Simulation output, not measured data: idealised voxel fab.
The name of this process module is voxel capacitor over wiring.
Pictured: cross-section cut, 295 nm wide, on a grid of 5 nm square cells.
Throughout this document, each cross-section is represented as a grid of square cells and is presented as a sequence of bands enumerated from the top downward, where a band comprises one or more rows of cells. In this notation a band is specified by the heights of its top and bottom, in that order and in nm, after which its materials appear from left to right, each paired with its width in nm. The word "throughout" attached to a single material means that material fills the band from edge to edge; the word "empty" stands for empty space. A quick word on heights: they are counted from 0, and under that level the wafer as it came to us is one material throughout. The lowest band is different from the rest in having no bottom; it simply continues downward, written as in "z 0 and below". Width spec "30->40" -> top row of cells at first value, bottom row at second value, equal per-row change in between. Any step labelled "no modifications" changed none of the cells in the cross-section. The label "Enclosed cavities" introduces a list of the empty spaces, 8 cells or larger, that have no open way up to the top; each entry in it reads width x height at distance, where the distance is taken from the left edge and all three are stated in nm. What comes after the settings on a step's line is commentary from the simulator itself on that step. overlay nm: for a step with a mask, the amount by which the mask lay right of where it was planned; a negative amount means left of it.
### So here's the lineup of process steps we planned
1,RECEIVE with material Si
2,CONFORMAL_DEP with material SiO2, thk nm 15
3,DIRECTIONAL_DEP with material TiN, thk nm 5
4,DIRECTIONAL_DEP with material W, thk nm 15
5,PATTERN with tone cover, mask id METAL_1, material resist, width nm 25, pitch nm 95, thk nm 15, overlay nm 0
6,DIRECTIONAL_ETCH with etch materials W, depth nm 15
7,DIRECTIONAL_ETCH with etch materials TiN, depth nm 5
8,STRIP with etch materials resist
9,CONFORMAL_DEP with material SiCN, thk nm 5
10,FILL_DEP with material SiO2, thk nm 5
11,CMP with height nm 35
12,CONFORMAL_DEP with material SiCN, thk nm 5
13,DIRECTIONAL_DEP with material lowk, thk nm 15
14,MASKED_ETCH with tone open, mask id PLUG_1, width nm 15, etch materials lowk, depth nm 15, overlay nm 0
15,MASKED_ETCH with tone open, mask id PLUG_1, width nm 15, etch materials SiCN, depth nm 5, overlay nm 0
16,CONFORMAL_DEP with material TiN, thk nm 5
17,FILL_DEP with material Ru, thk nm 5
18,CMP with height nm 55
19,DIRECTIONAL_DEP with material TiN, thk nm 5
20,DIRECTIONAL_DEP with material Al2O3, thk nm 5
21,DIRECTIONAL_DEP with material TiN, thk nm 5
22,DIRECTIONAL_DEP with material aC, thk nm 15
23,PATTERN with tone cover, mask id UPPER_PLATE, material resist, width nm 75, thk nm 35, overlay nm 0
24,DIRECTIONAL_ETCH with etch materials aC, depth nm 15
25,STRIP with etch materials resist
26,DIRECTIONAL_ETCH with etch materials TiN, depth nm 5
27,DIRECTIONAL_ETCH with etch materials Al2O3, depth nm 5
28,STRIP with etch materials aC
29,DIRECTIONAL_DEP with material aC, thk nm 10
30,PATTERN with tone cover, mask id LOWER_PLATE, material resist, width nm 85, thk nm 25, overlay nm 0
31,DIRECTIONAL_ETCH with etch materials aC, depth nm 10
32,STRIP with etch materials resist
33,DIRECTIONAL_ETCH with etch materials TiN, depth nm 5
34,STRIP with etch materials aC
35,FILL_DEP with material SiO2, thk nm 20
36,CMP with height nm 85
37,PATTERN with tone open, mask id PLUG_2, material resist, width nm 15, thk nm 20, overlay nm 0
38,DIRECTIONAL_ETCH with etch materials SiO2, depth nm 15
39,STRIP with etch materials resist
40,CONFORMAL_DEP with material TiN, thk nm 5
41,FILL_DEP with material W, thk nm 5
42,CMP with height nm 85
43,CONFORMAL_DEP with material SiN, thk nm 5
### Step 1 complete: cross-section of the wafer as received
  z 0 and below  Si throughout
  Enclosed cavities: none
### What the wafer looks like in cross-section after this module, when it starts as shown above and follows the plan above but one mistake is made in running it
  z 90 to 85  SiN throughout
  z 85 to 75  105 of SiO2 / 5 of TiN / 5 of W / 5 of TiN / 175 of SiO2
  z 75 to 65  105->95 of SiO2 / 15->75 of TiN / 175->125 of SiO2
  z 65 to 60  95 of SiO2 / 75 of Al2O3 / 125 of SiO2
  z 60 to 55  90 of SiO2 / 85 of TiN / 120 of SiO2
  z 55 to 40  95 of lowk / 5 of TiN / 5 of Ru / 5 of TiN / 185 of lowk
  z 40 to 35  95 of SiCN / 15 of TiN / 185 of SiCN
  z 35 to 25  80 of SiO2 / 5 of SiCN / 25 of W / 5 of SiCN / 60 of SiO2 / 5 of SiCN / 25 of W / 5 of SiCN / 85 of SiO2
  z 25 to 20  85 of SiCN / 25 of TiN / 70 of SiCN / 25 of TiN / 90 of SiCN
  z 20 to 0  SiO2 throughout
  z 0 and below  Si throughout
  Enclosed cavities: none
Against the plan, the run slipped here: step 2 did not use the planned setting and instead ran as CONFORMAL_DEP with material SiO2, thk nm 20
